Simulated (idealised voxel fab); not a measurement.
Name of the process module below: voxel transistor to metal
The cross-section on display is named cut; it measures 200 nm wide, and its cells are 5 nm squares.
This document writes a cross-section as a grid whose cells are square, and gives it as bands, listed from the top down; one or more rows of cells form a band. Basically the band line says how high the top is and how high the bottom is, in nm, and then what's in it from left to right, every material with its width in nm. Empty space shows up as "air", and if a single material carries "everywhere" it runs the full band edge to edge. Where do heights start? At 0: under that level the wafer as delivered is made of one material only. And the lowest band has no floor; it just carries on downward, as in "0 and below". A two-number width, for instance "30->40", indicates that the width is equal to the first number in the top row of the band and to the second number in the bottom row, and that it changes by a constant amount per row of cells. You'll sometimes find "remained unchanged" written for a step, and that's the way of saying that nowhere in the cross-section did a cell change during that step. "Closed cavity list" means: voids of 8 cells or more that are shut off from the top with no open way through. Written width x height at distance, distance from the left edge, in nm. Heads up: the bit after the settings on a step's line is the simulator's remark on that step. Regarding "overlay nm": on a step with a mask, it is the distance the mask lay to the right of its planned place; a negative value places it to the left.

Listed below are the process steps as planned:
1) RECEIVE | material Si
2) CONFORMAL_DEP | material SiO2 | thk nm 5
3) CONFORMAL_DEP | material SiN | thk nm 15
4) MASKED_ETCH | tone cover | mask id ACTIVE | width nm 95 | etch materials SiN | depth nm 15 | overlay nm 0
5) MASKED_ETCH | tone cover | mask id ACTIVE | width nm 95 | etch materials SiO2 | depth nm 5 | overlay nm 0
6) MASKED_ETCH | tone cover | mask id ACTIVE | width nm 95 | etch materials Si | depth nm 30 | overlay nm 0
7) OXIDIZE | depth nm 5
8) FILL_DEP | material SiO2 | thk nm 10
9) CMP | height nm 20
10) SELECTIVE_ETCH | etch materials SiO2 | depth nm 10
11) STRIP | etch materials SiN
12) SELECTIVE_ETCH | etch materials SiO2 | depth nm 5
13) OXIDIZE | depth nm 5
14) DIRECTIONAL_DEP | material polySi | thk nm 30
15) DIRECTIONAL_DEP | material SiCN | thk nm 15
16) PATTERN | tone cover | mask id GATE | material resist | width nm 15 | thk nm 20 | overlay nm 0
17) DIRECTIONAL_ETCH | etch materials SiCN | depth nm 25
18) DIRECTIONAL_ETCH | etch materials polySi | depth nm 40
19) STRIP | etch materials resist
20) CONFORMAL_DEP | material SiO2 | thk nm 5
21) DIRECTIONAL_ETCH | etch materials SiO2 | depth nm 5
22) CONFORMAL_DEP | material SiN | thk nm 5
23) DIRECTIONAL_ETCH | etch materials SiN | depth nm 5
24) DIRECTIONAL_ETCH | etch materials SiO2 | depth nm 5
25) DIRECTIONAL_ETCH | etch materials Si | depth nm 15
26) EPI | material pSi | thk nm 20
27) FILL_DEP | material SiO2 | thk nm 5
28) CMP | height nm 45
29) DIRECTIONAL_DEP | material SiO2 | thk nm 10
30) PATTERN | tone open | mask id CONTACT | material resist | width nm 20 | pitch nm 65 | thk nm 20 | overlay nm 0
31) DIRECTIONAL_ETCH | etch materials SiO2 | depth nm 55
32) STRIP | etch materials resist
33) CONFORMAL_DEP | material TiN | thk nm 5
34) FILL_DEP | material Ru | thk nm 5
35) CMP | height nm 55
36) DIRECTIONAL_DEP | material TiN | thk nm 5
37) DIRECTIONAL_DEP | material W | thk nm 25
38) MASKED_ETCH | tone cover | mask id METAL_1 | width nm 20 | pitch nm 65 | etch materials W | depth nm 25 | overlay nm 0
39) MASKED_ETCH | tone cover | mask id METAL_1 | width nm 15 | pitch nm 65 | etch materials TiN | depth nm 5 | overlay nm 0
40) CONFORMAL_DEP | material SiCN | thk nm 5
41) FILL_DEP | material lowk | thk nm 5
42) CMP | height nm 85
43) CONFORMAL_DEP | material SiCN | thk nm 5
44) DIRECTIONAL_DEP | material SiO2 | thk nm 35
45) MASKED_ETCH | tone open | mask id METAL_2 | width nm 20 | pitch nm 65 | etch materials SiO2 | depth nm 20 | overlay nm 0
46) MASKED_ETCH | tone open | mask id METAL_2_HOLES | width nm 15 | pitch nm 65 | etch materials SiO2 | depth nm 15 | overlay nm 0
47) MASKED_ETCH | tone open | mask id METAL_2_HOLES | width nm 15 | pitch nm 65 | etch materials SiCN | depth nm 5 | overlay nm 0
48) CONFORMAL_DEP | material TiN | thk nm 5
49) FILL_DEP | material Cu | thk nm 5
50) CMP | height nm 125
51) CONFORMAL_DEP | material SiN | thk nm 5
Variable across wafers: step 39 width nm (plan value is that of the first wafer; starting state common to all).

The first of several wafers, as received after step 1, seen in section:
    0 and below = Si everywhere
    Closed cavity list: none

Per-wafer rows below. For each material: cells gained (+) or lost (-) since the wafer was received, as of end of module. Then: closed voids:
width nm 15; +20 Cu; +28 Ru; -208 Si; +95 SiCN; +60 SiN; +697 SiO2; +86 TiN; +40 W; +140 lowk; +64 pSi; +18 polySi; Closed cavity list: none
width nm 20; +20 Cu; +28 Ru; -208 Si; +95 SiCN; +60 SiN; +697 SiO2; +86 TiN; +40 W; +140 lowk; +64 pSi; +18 polySi; Closed cavity list: none
width nm 25; +20 Cu; +28 Ru; -208 Si; +95 SiCN; +60 SiN; +697 SiO2; +88 TiN; +40 W; +138 lowk; +64 pSi; +18 polySi; Closed cavity list: none
width nm 30; +20 Cu; +28 Ru; -208 Si; +95 SiCN; +60 SiN; +697 SiO2; +90 TiN; +40 W; +136 lowk; +64 pSi; +18 polySi; Closed cavity list: none
width nm 35; +20 Cu; +28 Ru; -208 Si; +95 SiCN; +60 SiN; +697 SiO2; +92 TiN; +40 W; +134 lowk; +64 pSi; +18 polySi; Closed cavity list: none
